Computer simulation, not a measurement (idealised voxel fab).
The name of this process module is voxel capacitor over wiring.
Cross-section cut: width 240 nm, square cells of 5 nm.
Cross-section = grid of square cells, listed top down in bands; band = one or more rows. Each band's line starts with the height of the band's top and of its bottom, in nm. Then come its materials from left to right, each with its width in nm. One material with "edge to edge" fills the band from edge to edge. "blank" is empty space. Where do heights start? At 0: under that level the wafer as delivered is made of one material only. And the lowest band has no floor; it just carries on downward, as in "0 and below". The notation "30->40" denotes a width that varies across the rows of cells in the band, beginning at the first number in the top row, finishing at the second number in the bottom row, and changing by an identical amount from each row to the next. "everything unchanged" means the step left every cell of the cross-section as it was. Basically, "Unvented cavities" tells you about the enclosed voids: empty spaces with no open way to the top, 8 cells or bigger, each written width x height at distance, where distance is from the left edge, all in nm. Anything after a step's settings on that line? It's the simulator's own note about the step. Among the settings permitted on a step's line is "overlay nm"; applied to a step with a mask, it specifies the extent to which the mask lay to the right of its planned position, whereas a negative figure signifies a position to the left.

These are the steps we planned for the process:
- 1: RECEIVE, material Si
- 2: CONFORMAL_DEP, material SiO2, thk nm 10
- 3: DIRECTIONAL_DEP, material TiN, thk nm 5
- 4: DIRECTIONAL_DEP, material W, thk nm 15
- 5: DIRECTIONAL_DEP, material aC, thk nm 15
- 6: PATTERN, tone cover, mask id METAL_1, material resist, width nm 20, pitch nm 70, thk nm 35, overlay nm 0
- 7: DIRECTIONAL_ETCH, etch materials aC, depth nm 15
- 8: STRIP, etch materials resist
- 9: DIRECTIONAL_ETCH, etch materials W, depth nm 15
- 10: DIRECTIONAL_ETCH, etch materials TiN, depth nm 5
- 11: STRIP, etch materials aC
- 12: FILL_DEP, material lowk, thk nm 5
- 13: CMP, height nm 30
- 14: CONFORMAL_DEP, material SiCN, thk nm 5
- 15: DIRECTIONAL_DEP, material lowk, thk nm 10
- 16: DIRECTIONAL_DEP, material aC, thk nm 10
- 17: PATTERN, tone open, mask id PLUG_1, material resist, width nm 15, thk nm 30, overlay nm 0
- 18: DIRECTIONAL_ETCH, etch materials aC, depth nm 10
- 19: STRIP, etch materials resist
- 20: DIRECTIONAL_ETCH, etch materials lowk, depth nm 10
- 21: DIRECTIONAL_ETCH, etch materials SiCN, depth nm 5
- 22: STRIP, etch materials aC
- 23: CONFORMAL_DEP, material TiN, thk nm 5
- 24: FILL_DEP, material W, thk nm 10
- 25: CMP, height nm 45
- 26: DIRECTIONAL_DEP, material TiN, thk nm 5
- 27: DIRECTIONAL_DEP, material SiN, thk nm 5
- 28: DIRECTIONAL_DEP, material TiN, thk nm 10
- 29: DIRECTIONAL_DEP, material aC, thk nm 15
- 30: PATTERN, tone cover, mask id UPPER_PLATE, material resist, width nm 45, thk nm 35, overlay nm 0
- 31: DIRECTIONAL_ETCH, etch materials aC, depth nm 15
- 32: STRIP, etch materials resist
- 33: DIRECTIONAL_ETCH, etch materials TiN, depth nm 10
- 34: DIRECTIONAL_ETCH, etch materials SiN, depth nm 5
- 35: STRIP, etch materials aC
- 36: PATTERN, tone cover, mask id LOWER_PLATE, material resist, width nm 65, thk nm 15, overlay nm 0
- 37: DIRECTIONAL_ETCH, etch materials TiN, depth nm 5
- 38: STRIP, etch materials resist
- 39: FILL_DEP, material SiO2, thk nm 15
- 40: CMP, height nm 75
- 41: PATTERN, tone open, mask id PLUG_2, material resist, width nm 15, thk nm 20, overlay nm 0
- 42: DIRECTIONAL_ETCH, etch materials SiO2, depth nm 10
- 43: STRIP, etch materials resist
- 44: CONFORMAL_DEP, material TiN, thk nm 5
- 45: FILL_DEP, material Ru, thk nm 5
- 46: CMP, height nm 75
- 47: CONFORMAL_DEP, material SiCN, thk nm 5
Where the wafers of this document differ is in the width nm of step 30; they start out the same, and the plan states the value that applied to the first wafer.

Cross-sectional view of the first of several wafers in the as-received condition, corresponding to the state following step 1:
* 0 and below | Si edge to edge
* Unvented cavities: none

Cross-section of the first of several wafers once the module has run through its last step, step 47:
* 80 down to 75 | SiCN edge to edge
* 75 down to 70 | SiO2 (90); TiN (5); Ru (5); TiN (5); SiO2 (135)
* 70 down to 65 | SiO2 (90); TiN (15); SiO2 (135)
* 65 down to 55 | SiO2 (85); TiN (45); SiO2 (110)
* 55 down to 50 | SiO2 (85); SiN (45); SiO2 (110)
* 50 down to 45 | SiO2 (75); TiN (65); SiO2 (100)
* 45 down to 35 | lowk (80); TiN (5); W (5); TiN (5); lowk (145)
* 35 down to 30 | SiCN (80); TiN (15); SiCN (145)
* 30 down to 15 | lowk (75); W (20); lowk (50); W (20); lowk (75)
* 15 down to 10 | lowk (75); TiN (20); lowk (50); TiN (20); lowk (75)
* 10 down to 0 | SiO2 edge to edge
* 0 and below | Si edge to edge
* Unvented cavities: none

Sectional view of the last wafer upon completion of the module:
* 80 down to 75 | SiCN edge to edge
* 75 down to 70 | SiO2 (90); TiN (5); Ru (5); TiN (5); SiO2 (135)
* 70 down to 60 | SiO2 (90->75); TiN (15->65); SiO2 (135->100)
* 60 down to 55 | SiO2 (75); TiN (70); SiO2 (95)
* 55 down to 50 | SiO2 (75); SiN (70); SiO2 (95)
* 50 down to 45 | SiO2 (75); TiN (70); SiO2 (95)
* 45 down to 35 | lowk (80); TiN (5); W (5); TiN (5); lowk (145)
* 35 down to 30 | SiCN (80); TiN (15); SiCN (145)
* 30 down to 15 | lowk (75); W (20); lowk (50); W (20); lowk (75)
* 15 down to 10 | lowk (75); TiN (20); lowk (50); TiN (20); lowk (75)
* 10 down to 0 | SiO2 edge to edge
* 0 and below | Si edge to edge
* Unvented cavities: none

For your reference, the table is organized with a row per wafer; each row reflects the wafer at the end of the module, indicating for each material the cells gained (+) or lost (-) since receipt, and thereafter its closed voids:
width nm 45 | +1 Ru | +93 SiCN | +9 SiN | +338 SiO2 | +51 TiN | +26 W | +250 lowk | Unvented cavities: none
width nm 50 | +1 Ru | +93 SiCN | +10 SiN | +335 SiO2 | +53 TiN | +26 W | +250 lowk | Unvented cavities: none
width nm 55 | +1 Ru | +93 SiCN | +11 SiN | +332 SiO2 | +55 TiN | +26 W | +250 lowk | Unvented cavities: none
width nm 60 | +1 Ru | +93 SiCN | +12 SiN | +329 SiO2 | +57 TiN | +26 W | +250 lowk | Unvented cavities: none
width nm 65 | +1 Ru | +93 SiCN | +13 SiN | +326 SiO2 | +59 TiN | +26 W | +250 lowk | Unvented cavities: none
width nm 70 | +1 Ru | +93 SiCN | +14 SiN | +323 SiO2 | +61 TiN | +26 W | +250 lowk | Unvented cavities: none
